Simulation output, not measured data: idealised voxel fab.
process module | voxel released beams
cross-section cut | 215 nm wide | cells 5 nm
A cross-section is a grid of square cells, given in bands from the top down. A band is one or more rows of cells.
Each band's line starts with the height of the band's top and of its bottom, in nm. Then come its materials from left to right, each with its width in nm. One material with "throughout" fills the band from edge to edge. "air" is empty space.
Height 0 is the level under which the wafer as received is all one material. The lowest band goes on downwards, as in "0 down".
A width such as "30 to 40" changes by the same amount from each row of cells to the next, from the band's top row to its bottom row.
"no change" after a step means that no cell of the cross-section changed.
closed voids: empty space of 8 cells or more with no open way to the top, each as width x height at its distance from the left edge, in nm
after a step's settings: what the simulator itself notes on the step
overlay nm, on a step with a mask: how far to the right of its planned place the mask lay; to the left if negative
plan
1 op RECEIVE | material Si
2 op CONFORMAL_DEP | material Al2O3 | thk nm 5
3 op DIRECTIONAL_DEP | material SiO2 | thk nm 10
4 op PATTERN | tone open | mask id ANCHOR | material resist | width nm 45 | thk nm 20 | overlay nm 0
5 op DIRECTIONAL_ETCH | etch materials SiO2 | depth nm 10
6 op STRIP | etch materials resist
7 op CONFORMAL_DEP | material W | thk nm 15
8 op MASKED_ETCH | tone cover | mask id BEAM | width nm 130 | etch materials W | depth nm 15 | overlay nm 0
9 op STRIP | etch materials SiO2
as received, after step 1
  0 down: Si throughout
  closed voids: none
a wafer at the end: this start, this plan, one mistake
  0 down: Si throughout
  closed voids: none
what went wrong: step 2 ran as: op CONFORMAL_DEP | material SiO2 | thk nm 5
